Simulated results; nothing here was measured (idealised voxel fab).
Process module in this document: voxel ribs on slabs
Section shown: cut. Width: 195 nm. Cell size: 5 nm, square.
If you're reading a cross-section in this doc, picture square cells in a grid; it comes to you as bands, top ones listed first down to the bottom, and a band can be one or more rows of cells. The entry gives the band's vertical extent as a top height and a bottom height in nm, then its horizontal make-up as materials from left to right, each with a width in nm. "empty" stands for empty space; a single material marked "all across" fills the band edge to edge. Height 0 is the level under which the wafer as received is all one material. The lowest band goes on downwards, as in "0 down". Width "30 to 40": first value at the band's top row of cells, second value at its bottom row, equal change from row to row. "nothing altered" -> step changed no cross-section cell. "Closed internal cavities" contains a list of empty spaces, each no smaller than 8 cells and without an open way to the top, written in the form width x height at distance with the distance from the left edge and all three in nm. Text after the settings on a step's line: the simulator's own remark on that step. "overlay nm" on a masked step: distance the mask lay right of its planned place, negative for left.

**Planned process steps**
1. op RECEIVE | material Si
2. op DIRECTIONAL_DEP | material SiO2 | thk nm 20
3. op DIRECTIONAL_DEP | material polySi | thk nm 15
4. op MASKED_ETCH | tone cover | mask id RIB | width nm 15 | etch materials polySi | depth nm 5 | overlay nm 0
5. op DIRECTIONAL_DEP | material aC | thk nm 15
6. op PATTERN | tone cover | mask id SLAB | material resist | width nm 55 | thk nm 35 | overlay nm 0
7. op DIRECTIONAL_ETCH | etch materials aC | depth nm 15
8. op STRIP | etch materials resist
9. op DIRECTIONAL_ETCH | etch materials polySi | depth nm 10
10. op STRIP | etch materials aC
11. op FILL_DEP | material SiO2 | thk nm 30
12. op CMP | height nm 55
13. op DIRECTIONAL_DEP | material TiN | thk nm 5
14. op DIRECTIONAL_DEP | material aC | thk nm 15
15. op PATTERN | tone cover | mask id HEATER | material resist | width nm 25 | thk nm 30 | overlay nm 0
16. op DIRECTIONAL_ETCH | etch materials aC | depth nm 15
17. op STRIP | etch materials resist
18. op DIRECTIONAL_ETCH | etch materials TiN | depth nm 5
19. op STRIP | etch materials aC
20. op CONFORMAL_DEP | material SiN | thk nm 5

**As-received state of the wafer in cross-section, equivalent to post-step 1**
> 0 down | Si all across
> Closed internal cavities: none

**This is how the wafer looks in cross-section once the module is done, given the starting state and plan above and one mistake in carrying the plan out**
> 65 to 60 | empty 75; SiN 35; empty 85
> 60 to 55 | SiN 80; TiN 25; SiN 90
> 55 to 35 | SiO2 all across
> 35 to 30 | SiO2 90; polySi 15; SiO2 90
> 30 to 20 | SiO2 70; polySi 55; SiO2 70
> 20 to 0 | SiO2 all across
> 0 down | Si all across
> Closed internal cavities: none
So what did we get wrong on this run? step 15 did not use the planned setting and instead ran as op PATTERN | tone cover | mask id HEATER | material resist | width nm 25 | thk nm 30 | overlay nm -5
